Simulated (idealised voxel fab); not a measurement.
The following is a process module called voxel capacitor over wiring.
The cross-section on display is named cut; it measures 200 nm wide, and its cells are 5 nm squares.
Think of the cross-section as a grid of square cells. We describe it in bands, top to bottom, and each band covers one or more rows of those cells.
Top, bottom (nm), then materials left to right with widths (nm); lone material tagged "all across" fills the whole band edge to edge; "empty" = empty space.
All heights in this document are referenced to 0, defined as the level beneath which the wafer, as received, consists entirely of one material. The lowest band is not bounded below; it extends indefinitely downward and is written in the form "0..down".
When a width is written as two numbers, as in "30 to 40", the first number is the width in the top row of cells of the band and the second is the width in its bottom row, and the width changes by the same amount from each row to the next.
What does "changes: none" mean for a step? It means no cell of the cross-section changed in that step.
Closed void catalog: empty space of 8 cells or more with no open way to the top, each as width x height at its distance from the left edge, in nm
On each step's line, the part that comes after the settings is the simulator's own comment on the step.
Each step line may optionally specify "overlay nm", which for a step with a mask gives the rightward distance between the mask's planned place and where it lay, a negative value indicating the leftward direction.

The steps planned for the process are as follows:
- 1: op RECEIVE | material Si
- 2: op CONFORMAL_DEP | material SiO2 | thk nm 15
- 3: op CONFORMAL_DEP | material SiCN | thk nm 5
- 4: op DIRECTIONAL_DEP | material lowk | thk nm 20
- 5: op PATTERN | tone open | mask id METAL_1 | material resist | width nm 20 | pitch nm 70 | thk nm 20 | overlay nm 0
- 6: op DIRECTIONAL_ETCH | etch materials lowk | depth nm 20
- 7: op DIRECTIONAL_ETCH | etch materials SiCN | depth nm 5
- 8: op STRIP | etch materials resist
- 9: op CONFORMAL_DEP | material TiN | thk nm 5
- 10: op FILL_DEP | material Cu | thk nm 10
- 11: op CMP | height nm 40
- 12: op CONFORMAL_DEP | material SiCN | thk nm 5
- 13: op DIRECTIONAL_DEP | material lowk | thk nm 10
- 14: op PATTERN | tone open | mask id PLUG_1 | material resist | width nm 15 | thk nm 15 | overlay nm 0
- 15: op DIRECTIONAL_ETCH | etch materials lowk | depth nm 10
- 16: op DIRECTIONAL_ETCH | etch materials SiCN | depth nm 5
- 17: op STRIP | etch materials resist
- 18: op EPI | material Ru | thk nm 10
- 19: op EPI | material Ru | thk nm 5
- 20: op DIRECTIONAL_DEP | material TiN | thk nm 5
- 21: op DIRECTIONAL_DEP | material SiN | thk nm 5
- 22: op DIRECTIONAL_DEP | material TiN | thk nm 5
- 23: op DIRECTIONAL_DEP | material aC | thk nm 10
- 24: op PATTERN | tone cover | mask id UPPER_PLATE | material resist | width nm 55 | thk nm 30 | overlay nm 0
- 25: op DIRECTIONAL_ETCH | etch materials aC | depth nm 10
- 26: op STRIP | etch materials resist
- 27: op DIRECTIONAL_ETCH | etch materials TiN | depth nm 5
- 28: op DIRECTIONAL_ETCH | etch materials SiN | depth nm 5
- 29: op STRIP | etch materials aC
- 30: op MASKED_ETCH | tone cover | mask id LOWER_PLATE | width nm 65 | etch materials TiN | depth nm 5 | overlay nm 0
- 31: op FILL_DEP | material SiO2 | thk nm 15
- 32: op CMP | height nm 80
- 33: op PATTERN | tone open | mask id PLUG_2 | material resist | width nm 15 | thk nm 20 | overlay nm 0
- 34: op DIRECTIONAL_ETCH | etch materials SiO2 | depth nm 10
- 35: op STRIP | etch materials resist
- 36: op CONFORMAL_DEP | material TiN | thk nm 5
- 37: op FILL_DEP | material Cu | thk nm 10
- 38: op CMP | height nm 80
- 39: op CONFORMAL_DEP | material SiN | thk nm 5

First of two wafers, processed according to plan:

Cross-sectional view of the wafer in its as-received condition, corresponding to the state after step 1:
0..down: Si all across
Closed void catalog: none

The wafer in cross-section once step 2 is complete:
15..0: SiO2 all across
below 0: unchanged

The wafer in cross-section once step 3 is complete:
20..15: SiCN all across
below 15: unchanged

The wafer in cross-section once step 4 is complete:
40..20: lowk all across
below 20: unchanged

The wafer in cross-section once step 5 is complete:
60..40: resist 55 nm | empty 20 nm | resist 50 nm | empty 20 nm | resist 55 nm
below 40: unchanged

The wafer in cross-section once step 6 is complete:
60..40: resist 55 nm | empty 20 nm | resist 50 nm | empty 20 nm | resist 55 nm
40..20: lowk 55 nm | empty 20 nm | lowk 50 nm | empty 20 nm | lowk 55 nm
below 20: unchanged

The wafer in cross-section once step 7 is complete:
60..40: resist 55 nm | empty 20 nm | resist 50 nm | empty 20 nm | resist 55 nm
40..20: lowk 55 nm | empty 20 nm | lowk 50 nm | empty 20 nm | lowk 55 nm
20..15: SiCN 55 nm | empty 20 nm | SiCN 50 nm | empty 20 nm | SiCN 55 nm
below 15: unchanged

The wafer in cross-section once step 8 is complete:
40..20: lowk 55 nm | empty 20 nm | lowk 50 nm | empty 20 nm | lowk 55 nm
below 20: unchanged

The wafer in cross-section once step 9 is complete:
45..40: TiN 60 nm | empty 10 nm | TiN 60 nm | empty 10 nm | TiN 60 nm
40..20: lowk 55 nm | TiN 5 nm | empty 10 nm | TiN 5 nm | lowk 50 nm | TiN 5 nm | empty 10 nm | TiN 5 nm | lowk 55 nm
20..15: SiCN 55 nm | TiN 20 nm | SiCN 50 nm | TiN 20 nm | SiCN 55 nm
below 15: unchanged

The wafer in cross-section once step 10 is complete:
55..45: Cu all across
45..40: TiN 60 nm | Cu 10 nm | TiN 60 nm | Cu 10 nm | TiN 60 nm
40..20: lowk 55 nm | TiN 5 nm | Cu 10 nm | TiN 5 nm | lowk 50 nm | TiN 5 nm | Cu 10 nm | TiN 5 nm | lowk 55 nm
below 20: unchanged

The wafer in cross-section once step 11 is complete:
40..20: lowk 55 nm | TiN 5 nm | Cu 10 nm | TiN 5 nm | lowk 50 nm | TiN 5 nm | Cu 10 nm | TiN 5 nm | lowk 55 nm
below 20: unchanged

The wafer in cross-section once step 12 is complete:
45..40: SiCN all across
below 40: unchanged

The wafer in cross-section once step 13 is complete:
55..45: lowk all across
below 45: unchanged

The wafer in cross-section once step 14 is complete:
70..55: resist 60 nm | empty 15 nm | resist 125 nm
below 55: unchanged

The wafer in cross-section once step 15 is complete:
70..55: resist 60 nm | empty 15 nm | resist 125 nm
55..45: lowk 60 nm | empty 15 nm | lowk 125 nm
below 45: unchanged

The wafer in cross-section once step 16 is complete:
70..55: resist 60 nm | empty 15 nm | resist 125 nm
55..45: lowk 60 nm | empty 15 nm | lowk 125 nm
45..40: SiCN 60 nm | empty 15 nm | SiCN 125 nm
below 40: unchanged

The wafer in cross-section once step 17 is complete:
55..45: lowk 60 nm | empty 15 nm | lowk 125 nm
below 45: unchanged

The wafer in cross-section once step 18 is complete:
55..50: lowk 60 nm | empty 15 nm | lowk 125 nm
50..45: lowk 60 nm | Ru 15 nm | lowk 125 nm
45..40: SiCN 60 nm | Ru 15 nm | SiCN 125 nm
below 40: unchanged

The wafer in cross-section once step 19 is complete:
55..45: lowk 60 nm | Ru 15 nm | lowk 125 nm
below 45: unchanged

The wafer in cross-section once step 20 is complete:
60..55: TiN all across
below 55: unchanged

The wafer in cross-section once step 21 is complete:
65..60: SiN all across
below 60: unchanged

The wafer in cross-section once step 22 is complete:
70..65: TiN all across
below 65: unchanged

The wafer in cross-section once step 23 is complete:
80..70: aC all across
below 70: unchanged

The wafer in cross-section once step 24 is complete:
110..80: empty 60 nm | resist 55 nm | empty 85 nm
below 80: unchanged

The wafer in cross-section once step 25 is complete:
100..80: empty 60 nm | resist 55 nm | empty 85 nm
80..70: empty 60 nm | aC 55 nm | empty 85 nm
below 70: unchanged

The wafer in cross-section once step 26 is complete:
80..70: empty 60 nm | aC 55 nm | empty 85 nm
below 70: unchanged

The wafer in cross-section once step 27 is complete:
80..70: empty 60 nm | aC 55 nm | empty 85 nm
70..65: empty 60 nm | TiN 55 nm | empty 85 nm
below 65: unchanged

The wafer in cross-section once step 28 is complete:
80..70: empty 60 nm | aC 55 nm | empty 85 nm
70..65: empty 60 nm | TiN 55 nm | empty 85 nm
65..60: empty 60 nm | SiN 55 nm | empty 85 nm
below 60: unchanged

The wafer in cross-section once step 29 is complete:
70..65: empty 60 nm | TiN 55 nm | empty 85 nm
below 65: unchanged

The wafer in cross-section once step 30 is complete:
70..65: empty 60 nm | TiN 55 nm | empty 85 nm
65..60: empty 60 nm | SiN 55 nm | empty 85 nm
60..55: empty 55 nm | TiN 65 nm | empty 80 nm
below 55: unchanged

The wafer in cross-section once step 31 is complete:
85..70: SiO2 all across
70..65: SiO2 60 nm | TiN 55 nm | SiO2 85 nm
65..60: SiO2 60 nm | SiN 55 nm | SiO2 85 nm
60..55: SiO2 55 nm | TiN 65 nm | SiO2 80 nm
below 55: unchanged

The wafer in cross-section once step 32 is complete:
80..70: SiO2 all across
below 70: unchanged

The wafer in cross-section once step 33 is complete:
100..80: resist 70 nm | empty 15 nm | resist 115 nm
below 80: unchanged

The wafer in cross-section once step 34 is complete:
100..80: resist 70 nm | empty 15 nm | resist 115 nm
80..70: SiO2 70 nm | empty 15 nm | SiO2 115 nm
below 70: unchanged

The wafer in cross-section once step 35 is complete:
80..70: SiO2 70 nm | empty 15 nm | SiO2 115 nm
below 70: unchanged

The wafer in cross-section once step 36 is complete:
85..80: TiN 75 nm | empty 5 nm | TiN 120 nm
80..75: SiO2 70 nm | TiN 5 nm | empty 5 nm | TiN 5 nm | SiO2 115 nm
75..65: SiO2 70 to 60 nm | TiN 15 to 55 nm | SiO2 115 to 85 nm
below 65: unchanged

The wafer in cross-section once step 37 is complete:
95..85: Cu all across
85..80: TiN 75 nm | Cu 5 nm | TiN 120 nm
80..75: SiO2 70 nm | TiN 5 nm | Cu 5 nm | TiN 5 nm | SiO2 115 nm
below 75: unchanged

The wafer in cross-section once step 38 is complete:
80..75: SiO2 70 nm | TiN 5 nm | Cu 5 nm | TiN 5 nm | SiO2 115 nm
below 75: unchanged

The wafer in cross-section once step 39 is complete:
85..80: SiN all across
below 80: unchanged

Companion wafer, the second of two: same beginning, same intended sequence, one mistake in carrying it out; through step 2 inclusive it tracks the first exactly:

What the second wafer looks like in cross-section when step 3 should have wrapped up:
35..15: lowk all across
below 15: unchanged

What the second wafer looks like in cross-section when step 4 should have wrapped up:
40..35: SiCN all across
below 35: unchanged

What the second wafer looks like in cross-section when step 5 should have wrapped up:
60..40: resist 55 nm | empty 20 nm | resist 50 nm | empty 20 nm | resist 55 nm
below 40: unchanged

What the second wafer looks like in cross-section when step 6 should have wrapped up: changes: none

What the second wafer looks like in cross-section when step 7 should have wrapped up:
60..40: resist 55 nm | empty 20 nm | resist 50 nm | empty 20 nm | resist 55 nm
40..35: SiCN 55 nm | empty 20 nm | SiCN 50 nm | empty 20 nm | SiCN 55 nm
below 35: unchanged

What the second wafer looks like in cross-section when step 8 should have wrapped up:
40..35: SiCN 55 nm | empty 20 nm | SiCN 50 nm | empty 20 nm | SiCN 55 nm
below 35: unchanged

What the second wafer looks like in cross-section when step 9 should have wrapped up:
45..40: TiN 60 nm | empty 10 nm | TiN 60 nm | empty 10 nm | TiN 60 nm
40..35: SiCN 55 nm | TiN 20 nm | SiCN 50 nm | TiN 20 nm | SiCN 55 nm
below 35: unchanged

What the second wafer looks like in cross-section when step 10 should have wrapped up:
55..45: Cu all across
45..40: TiN 60 nm | Cu 10 nm | TiN 60 nm | Cu 10 nm | TiN 60 nm
below 40: unchanged

What the second wafer looks like in cross-section when step 11 should have wrapped up:
40..35: SiCN 55 nm | TiN 20 nm | SiCN 50 nm | TiN 20 nm | SiCN 55 nm
below 35: unchanged

What the second wafer looks like in cross-section when step 12 should have wrapped up:
45..40: SiCN all across
below 40: unchanged

What the second wafer looks like in cross-section when step 13 should have wrapped up:
55..45: lowk all across
below 45: unchanged

What the second wafer looks like in cross-section when step 14 should have wrapped up:
70..55: resist 60 nm | empty 15 nm | resist 125 nm
below 55: unchanged

What the second wafer looks like in cross-section when step 15 should have wrapped up:
70..55: resist 60 nm | empty 15 nm | resist 125 nm
55..45: lowk 60 nm | empty 15 nm | lowk 125 nm
below 45: unchanged

What the second wafer looks like in cross-section when step 16 should have wrapped up:
70..55: resist 60 nm | empty 15 nm | resist 125 nm
55..45: lowk 60 nm | empty 15 nm | lowk 125 nm
45..40: SiCN 60 nm | empty 15 nm | SiCN 125 nm
below 40: unchanged

What the second wafer looks like in cross-section when step 17 should have wrapped up:
55..45: lowk 60 nm | empty 15 nm | lowk 125 nm
below 45: unchanged

What the second wafer looks like in cross-section when step 18 should have wrapped up:
55..50: lowk 60 nm | empty 15 nm | lowk 125 nm
50..45: lowk 60 nm | Ru 15 nm | lowk 125 nm
45..40: SiCN 60 nm | Ru 15 nm | SiCN 125 nm
below 40: unchanged

What the second wafer looks like in cross-section when step 19 should have wrapped up:
55..45: lowk 60 nm | Ru 15 nm | lowk 125 nm
below 45: unchanged

What the second wafer looks like in cross-section when step 20 should have wrapped up:
60..55: TiN all across
below 55: unchanged

What the second wafer looks like in cross-section when step 21 should have wrapped up:
65..60: SiN all across
below 60: unchanged

What the second wafer looks like in cross-section when step 22 should have wrapped up:
70..65: TiN all across
below 65: unchanged

What the second wafer looks like in cross-section when step 23 should have wrapped up:
80..70: aC all across
below 70: unchanged

What the second wafer looks like in cross-section when step 24 should have wrapped up:
110..80: empty 60 nm | resist 55 nm | empty 85 nm
below 80: unchanged

What the second wafer looks like in cross-section when step 25 should have wrapped up:
100..80: empty 60 nm | resist 55 nm | empty 85 nm
80..70: empty 60 nm | aC 55 nm | empty 85 nm
below 70: unchanged

What the second wafer looks like in cross-section when step 26 should have wrapped up:
80..70: empty 60 nm | aC 55 nm | empty 85 nm
below 70: unchanged

What the second wafer looks like in cross-section when step 27 should have wrapped up:
80..70: empty 60 nm | aC 55 nm | empty 85 nm
70..65: empty 60 nm | TiN 55 nm | empty 85 nm
below 65: unchanged

What the second wafer looks like in cross-section when step 28 should have wrapped up:
80..70: empty 60 nm | aC 55 nm | empty 85 nm
70..65: empty 60 nm | TiN 55 nm | empty 85 nm
65..60: empty 60 nm | SiN 55 nm | empty 85 nm
below 60: unchanged

What the second wafer looks like in cross-section when step 29 should have wrapped up:
70..65: empty 60 nm | TiN 55 nm | empty 85 nm
below 65: unchanged

What the second wafer looks like in cross-section when step 30 should have wrapped up:
70..65: empty 60 nm | TiN 55 nm | empty 85 nm
65..60: empty 60 nm | SiN 55 nm | empty 85 nm
60..55: empty 55 nm | TiN 65 nm | empty 80 nm
below 55: unchanged

What the second wafer looks like in cross-section when step 31 should have wrapped up:
85..70: SiO2 all across
70..65: SiO2 60 nm | TiN 55 nm | SiO2 85 nm
65..60: SiO2 60 nm | SiN 55 nm | SiO2 85 nm
60..55: SiO2 55 nm | TiN 65 nm | SiO2 80 nm
below 55: unchanged

What the second wafer looks like in cross-section when step 32 should have wrapped up:
80..70: SiO2 all across
below 70: unchanged

What the second wafer looks like in cross-section when step 33 should have wrapped up:
100..80: resist 70 nm | empty 15 nm | resist 115 nm
below 80: unchanged

What the second wafer looks like in cross-section when step 34 should have wrapped up:
100..80: resist 70 nm | empty 15 nm | resist 115 nm
80..70: SiO2 70 nm | empty 15 nm | SiO2 115 nm
below 70: unchanged

What the second wafer looks like in cross-section when step 35 should have wrapped up:
80..70: SiO2 70 nm | empty 15 nm | SiO2 115 nm
below 70: unchanged

What the second wafer looks like in cross-section when step 36 should have wrapped up:
85..80: TiN 75 nm | empty 5 nm | TiN 120 nm
80..75: SiO2 70 nm | TiN 5 nm | empty 5 nm | TiN 5 nm | SiO2 115 nm
75..65: SiO2 70 to 60 nm | TiN 15 to 55 nm | SiO2 115 to 85 nm
below 65: unchanged

What the second wafer looks like in cross-section when step 37 should have wrapped up:
95..85: Cu all across
85..80: TiN 75 nm | Cu 5 nm | TiN 120 nm
80..75: SiO2 70 nm | TiN 5 nm | Cu 5 nm | TiN 5 nm | SiO2 115 nm
below 75: unchanged

What the second wafer looks like in cross-section when step 38 should have wrapped up:
80..75: SiO2 70 nm | TiN 5 nm | Cu 5 nm | TiN 5 nm | SiO2 115 nm
below 75: unchanged

What the second wafer looks like in cross-section when step 39 should have wrapped up:
85..80: SiN all across
below 80: unchanged
Processing error: mixed up steps 3 and 4 - ran each in the other's place
It is noted that, at the conclusion of processing, the second wafer exhibits a higher or lower cell count for certain materials relative to the first: -16 Cu | -16 TiN | +32 lowk
